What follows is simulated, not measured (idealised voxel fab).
The following is a process module called voxel double patterning.
In the cross-section labelled cut, the width is 235 nm and each square cell is 5 nm.
Cross-sections here: square-cell grids, written as top-down lists of bands, a band being one or more rows of cells.
Band entry format. Leading values: height of top, height of bottom, nm. Remainder: materials in left-to-right order, each with its width in nm. Special words: "full width" on a single material, which then fills the band edge to edge; "blank", empty space.
Height datum 0, below which the as-received substrate wafer is one material. Lowest band open at the bottom, running downward: "0 -> down".
Width: "30->40" (first number = top row, second number = bottom row, same change from row to row of cells).
Step marked "all unchanged"? Then no cell in the cross-section changed in it.
The list in "Closed void inventory" covers empty spaces of 8 cells or more that cannot reach the top through any open way, and it gives each as width x height at distance; the distance is from the left edge, and width, height and distance are in nm.
The remark found on a step's line after its settings is issued by the simulator itself and pertains to that step.
For masked steps, "overlay nm" on the step line gives how far right of plan the mask actually lay; a minus sign means it lay to the left.
## Planned step list for the process
1,RECEIVE with material Si
2,CONFORMAL_DEP with material SiN, thk nm 5
3,DIRECTIONAL_DEP with material SiO2, thk nm 15
4,DIRECTIONAL_DEP with material SiCN, thk nm 10
5,PATTERN with tone open, mask id FIRST, material resist, width nm 15, pitch nm 50, thk nm 15, overlay nm 0
6,DIRECTIONAL_ETCH with etch materials SiCN, depth nm 10
7,STRIP with etch materials resist
8,MASKED_ETCH with tone open, mask id SECOND, width nm 15, etch materials SiCN, depth nm 10, overlay nm 0
9,DIRECTIONAL_ETCH with etch materials SiO2, depth nm 15
10,STRIP with etch materials SiCN
## Cross-section: wafer on arrival = after step 1
> 0 -> down | Si full width
> Closed void inventory: none
## The following cross-section depicts the wafer upon conclusion of the module. Processing commenced from the starting condition illustrated above and adhered to the plan illustrated above, save for one mistake in execution
> 15 -> 0 | 85 SiO2, 15 blank, 10 SiO2, 15 blank, 10 SiO2, 15 blank, 85 SiO2
> 0 -> down | Si full width
> Closed void inventory: none
Deviation from plan: step 2 in the plan did not get run; it was skipped
